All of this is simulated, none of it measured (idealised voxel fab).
Proc. module: voxel transistor to metal
In the cross-section labelled cut, the width is 185 nm and each square cell is 5 nm.
Reading order for cross-sections: top band down to bottom band. Underlying form: a grid of square cells. Band size: one or more rows of cells. Heads up on the band format: heights come first, top then bottom, in nm. After that it's the materials left to right, each with its width in nm. A single material flagged "edge to edge" fills the whole band edge to edge, and "empty" means there's empty space there. Basically, 0 is our baseline, since under it the wafer straight out of the box is all one material. The bottom band has no lower end and keeps on going down, so it looks like "from 0 down". With a width like "30->40", each row of cells in the band differs from the next by the same amount, the top row carrying the first number and the bottom row the second. The designation "all unchanged", where it is given for a processing step, indicates that no cell of the cross-section was altered in the course of that step. Any empty space of 8 cells or more lacking an open way to the top shows up in "Closed void roster" as width x height at distance, distance from the left edge, in nm. Post-settings text on a step line: simulator's own remark regarding the step. The optional step-line setting "overlay nm" applies to steps with a mask and quantifies how far to the right of its planned location the mask lay, a negative value indicating leftward placement.

The following list gives the planned process steps
1 RECEIVE,material Si
2 CONFORMAL_DEP,material SiO2,thk nm 5
3 CONFORMAL_DEP,material SiN,thk nm 10
4 PATTERN,tone cover,mask id ACTIVE,material resist,width nm 115,thk nm 15,overlay nm 0
5 DIRECTIONAL_ETCH,etch materials SiN,depth nm 10
6 DIRECTIONAL_ETCH,etch materials SiO2,depth nm 5
7 DIRECTIONAL_ETCH,etch materials Si,depth nm 20
8 STRIP,etch materials resist
9 FILL_DEP,material SiO2,thk nm 15
10 CMP,height nm 15
11 SELECTIVE_ETCH,etch materials SiO2,depth nm 10
12 STRIP,etch materials SiN
13 SELECTIVE_ETCH,etch materials SiO2,depth nm 5
14 OXIDIZE,depth nm 5
15 DIRECTIONAL_DEP,material polySi,thk nm 30
16 DIRECTIONAL_DEP,material SiCN,thk nm 15
17 MASKED_ETCH,tone cover,mask id GATE,width nm 25,etch materials SiCN,depth nm 25,overlay nm 0
18 MASKED_ETCH,tone cover,mask id GATE,width nm 25,etch materials polySi,depth nm 40,overlay nm 0
19 CONFORMAL_DEP,material SiO2,thk nm 5
20 DIRECTIONAL_ETCH,etch materials SiO2,depth nm 5
21 CONFORMAL_DEP,material SiN,thk nm 10
22 DIRECTIONAL_ETCH,etch materials SiN,depth nm 10
23 DIRECTIONAL_ETCH,etch materials SiO2,depth nm 5
24 DIRECTIONAL_ETCH,etch materials Si,depth nm 15
25 EPI,material pSi,thk nm 15
26 FILL_DEP,material SiO2,thk nm 5
27 CMP,height nm 30
28 STRIP,etch materials polySi
29 SELECTIVE_ETCH,etch materials SiO2,depth nm 5
30 CONFORMAL_DEP,material HfO2,thk nm 5
31 CONFORMAL_DEP,material TiN,thk nm 5
32 FILL_DEP,material W,thk nm 5
33 CMP,height nm 25
34 DIRECTIONAL_DEP,material SiO2,thk nm 10
35 MASKED_ETCH,tone open,mask id CONTACT,width nm 15,pitch nm 80,etch materials SiO2,depth nm 40,overlay nm 0
36 CONFORMAL_DEP,material TiN,thk nm 5
37 FILL_DEP,material Ru,thk nm 10
38 CMP,height nm 35
39 CONFORMAL_DEP,material SiCN,thk nm 5
40 DIRECTIONAL_DEP,material SiO2,thk nm 15
41 PATTERN,tone open,mask id METAL_1,material resist,width nm 15,pitch nm 80,thk nm 20,overlay nm 0
42 DIRECTIONAL_ETCH,etch materials SiO2,depth nm 15
43 DIRECTIONAL_ETCH,etch materials SiCN,depth nm 5
44 STRIP,etch materials resist
45 CONFORMAL_DEP,material TiN,thk nm 5
46 FILL_DEP,material Cu,thk nm 5
47 CMP,height nm 55
48 CONFORMAL_DEP,material SiN,thk nm 5

Cross-section of the incoming wafer, state after step 1
from 0 down  Si edge to edge
Closed void roster: none

As-planned run: cross-section of the first of two wafers at end of module
from 60 to 55  SiN edge to edge
from 55 to 40  45 of SiO2  5 of TiN  5 of Cu  5 of TiN  65 of SiO2  5 of TiN  5 of Cu  5 of TiN  45 of SiO2
from 40 to 35  45 of SiCN  15 of TiN  65 of SiCN  15 of TiN  45 of SiCN
from 35 to 25  45 of SiO2  5 of TiN  5 of Ru  5 of TiN  65 of SiO2  5 of TiN  5 of Ru  5 of TiN  45 of SiO2
from 25 to 15  45 of SiO2  5 of TiN  5 of Ru  5 of TiN  5 of SiO2  10 of SiN  5 of HfO2  5 of TiN  15 of W  5 of TiN  5 of HfO2  10 of SiN  5 of SiO2  5 of TiN  5 of Ru  5 of TiN  45 of SiO2
from 15 to 10  45 of SiO2  15 of TiN  5 of SiO2  10 of SiN  5 of HfO2  5 of TiN  15 of W  5 of TiN  5 of HfO2  10 of SiN  5 of SiO2  15 of TiN  45 of SiO2
from 10 to 5  45 of SiO2  5 of TiN  15 of pSi  10 of SiN  5 of HfO2  5 of TiN  15 of W  5 of TiN  5 of HfO2  10 of SiN  15 of pSi  5 of TiN  45 of SiO2
from 5 to 0  45 of SiO2  5 of TiN  15 of pSi  10 of SiN  5 of HfO2  25 of TiN  5 of HfO2  10 of SiN  15 of pSi  5 of TiN  45 of SiO2
from 0 to -5  45 of SiO2  5 of TiN  15 of pSi  10 of SiO2  35 of HfO2  10 of SiO2  15 of pSi  5 of TiN  45 of SiO2
from -5 to -20  35 of SiO2  30 of pSi  55 of Si  30 of pSi  35 of SiO2
from -20 down  Si edge to edge
Closed void roster: none

Now the second wafer, cross-sectioned at the end of the module. Nothing different at the start, nothing different in the plan compared with the first, just one mistake when it was actually run
from 60 to 55  SiN edge to edge
from 55 to 40  45 of SiO2  5 of TiN  5 of Cu  5 of TiN  65 of SiO2  5 of TiN  5 of Cu  5 of TiN  45 of SiO2
from 40 to 35  45 of SiCN  15 of TiN  65 of SiCN  15 of TiN  45 of SiCN
from 35 to 25  45 of SiO2  5 of TiN  5 of Ru  5 of TiN  65 of SiO2  5 of TiN  5 of Ru  5 of TiN  45 of SiO2
from 25 to 15  45 of SiO2  5 of TiN  5 of Ru  5 of TiN  5 of SiO2  10 of SiN  5 of TiN  5 of HfO2  15 of W  5 of HfO2  5 of TiN  10 of SiN  5 of SiO2  5 of TiN  5 of Ru  5 of TiN  45 of SiO2
from 15 to 10  45 of SiO2  15 of TiN  5 of SiO2  10 of SiN  5 of TiN  5 of HfO2  15 of W  5 of HfO2  5 of TiN  10 of SiN  5 of SiO2  15 of TiN  45 of SiO2
from 10 to 5  45 of SiO2  5 of TiN  15 of pSi  10 of SiN  5 of TiN  5 of HfO2  15 of W  5 of HfO2  5 of TiN  10 of SiN  15 of pSi  5 of TiN  45 of SiO2
from 5 to 0  45 of SiO2  5 of TiN  15 of pSi  10 of SiN  5 of TiN  25 of HfO2  5 of TiN  10 of SiN  15 of pSi  5 of TiN  45 of SiO2
from 0 to -5  45 of SiO2  5 of TiN  15 of pSi  10 of SiO2  35 of TiN  10 of SiO2  15 of pSi  5 of TiN  45 of SiO2
from -5 to -20  35 of SiO2  30 of pSi  55 of Si  30 of pSi  35 of SiO2
from -20 down  Si edge to edge
Closed void roster: none
Diagnosis: steps 30 and 31 of the plan were run in the wrong order, each in the other's place
It is noted that, at the conclusion of processing, the second wafer exhibits a higher or lower cell count for certain materials relative to the first: HfO2 -4, TiN +4
